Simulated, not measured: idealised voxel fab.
A process module follows: voxel air gaps.
Xsec cut, 170 nm wide, square cell size 5 nm.
Heads up, the way a cross-section reads in here is a grid of square cells, handed over as bands from the top down, with every band being one or more rows of cells. Band: top and bottom heights (nm) first, top before bottom; then materials from left to right, widths in nm. "everywhere" marks a sole material filling the band edge to edge. "empty" denotes empty space. Height datum 0, below which the as-received substrate wafer is one material. Lowest band open at the bottom, running downward: "0 and below". Width: "30->40" (first number = top row, second number = bottom row, same change from row to row of cells). Any step labelled "no modifications" changed none of the cells in the cross-section. Basically, "Enclosed cavity list" tells you about the enclosed voids: empty spaces with no open way to the top, 8 cells or bigger, each written width x height at distance, where distance is from the left edge, all in nm. Step line, after settings: the simulator's comment on this step. overlay nm: step with mask; distance mask lay right of planned place; negative value = left of planned place.
**This section lists the process steps that were planned**
| 1 | RECEIVE (material Si) |
| 2 | CONFORMAL_DEP (material SiO2; thk nm 5) |
| 3 | CONFORMAL_DEP (material SiN; thk nm 5) |
| 4 | DIRECTIONAL_DEP (material lowk; thk nm 40) |
| 5 | DIRECTIONAL_DEP (material aC; thk nm 10) |
| 6 | PATTERN (tone open; mask id LINES; material resist; width nm 20; pitch nm 45; thk nm 25; overlay nm 0) |
| 7 | DIRECTIONAL_ETCH (etch materials aC; depth nm 10) |
| 8 | STRIP (etch materials resist) |
| 9 | DIRECTIONAL_ETCH (etch materials lowk; depth nm 40) |
| 10 | STRIP (etch materials aC) |
| 11 | CONFORMAL_DEP (material TiN; thk nm 5) |
| 12 | FILL_DEP (material Ru; thk nm 10) |
| 13 | CMP (height nm 55) |
| 14 | EPI (material Ru; thk nm 10) |
| 15 | SELECTIVE_ETCH (etch materials lowk; depth nm 50) |
| 16 | CONFORMAL_DEP (material SiCN; thk nm 5) |
Among the wafers covered here, the point of difference is the thk nm at step 2; their starting state is shared, and the plan presents the value of the first wafer.
**The first of several wafers in cross-section, exactly as it reached us after step 1**
0 and below | Si everywhere
Enclosed cavity list: none
**Cross-sectional representation of the first of several wafers at the end of the module, i.e. after its terminal step, step 16**
70 down to 65 | SiCN everywhere
65 down to 55 | Ru everywhere
55 down to 50 | TiN=35  Ru=10  TiN=35  Ru=10  TiN=35  Ru=10  TiN=35
50 down to 15 | lowk=30  TiN=5  Ru=10  TiN=5  lowk=25  TiN=5  Ru=10  TiN=5  lowk=25  TiN=5  Ru=10  TiN=5  lowk=30
15 down to 10 | lowk=30  TiN=20  lowk=25  TiN=20  lowk=25  TiN=20  lowk=30
10 down to 5 | SiN everywhere
5 down to 0 | SiO2 everywhere
0 and below | Si everywhere
Enclosed cavity list: none
**Here we cross-sectioned the last of the wafers once the module was done**
70 down to 65 | empty=15  SiCN=140  empty=15
65 down to 55 | empty=15  SiCN=5  Ru=40  SiCN=5  Ru=40  SiCN=5  Ru=40  SiCN=5  empty=15
55 down to 50 | empty=15  SiCN=15  TiN=5  Ru=10  TiN=5  SiCN=25  TiN=5  Ru=10  TiN=5  SiCN=25  TiN=5  Ru=10  TiN=5  SiCN=15  empty=15
50 down to 35 | empty=25  SiCN=5  TiN=5  Ru=10  TiN=5  SiCN=5  empty=15  SiCN=5  TiN=5  Ru=10  TiN=5  SiCN=5  empty=15  SiCN=5  TiN=5  Ru=10  TiN=5  SiCN=5  empty=25
35 down to 30 | SiCN=30  TiN=20  SiCN=25  TiN=20  SiCN=25  TiN=20  SiCN=30
30 down to 25 | SiN everywhere
25 down to 0 | SiO2 everywhere
0 and below | Si everywhere
Enclosed cavity list: 15 x 15 at 55; 15 x 15 at 100
**Quick key for the table: a row per wafer, taken at the end of the module. For each material it tells you how many cells the wafer gained (+) or lost (-) since it came in, and the closed voids come after**
thk nm 5, +116 Ru, +34 SiCN, +34 SiN, +34 SiO2, +82 TiN, +176 lowk, Enclosed cavity list: none
thk nm 10, +90 Ru, +110 SiCN, +34 SiN, +68 SiO2, +54 TiN, Enclosed cavity list: 15 x 30 at 55; 15 x 30 at 100
thk nm 15, +84 Ru, +104 SiCN, +34 SiN, +102 SiO2, +48 TiN, Enclosed cavity list: 15 x 25 at 55; 15 x 25 at 100
thk nm 20, +78 Ru, +98 SiCN, +34 SiN, +136 SiO2, +42 TiN, Enclosed cavity list: 15 x 20 at 55; 15 x 20 at 100
thk nm 25, +72 Ru, +92 SiCN, +34 SiN, +170 SiO2, +36 TiN, Enclosed cavity list: 15 x 15 at 55; 15 x 15 at 100
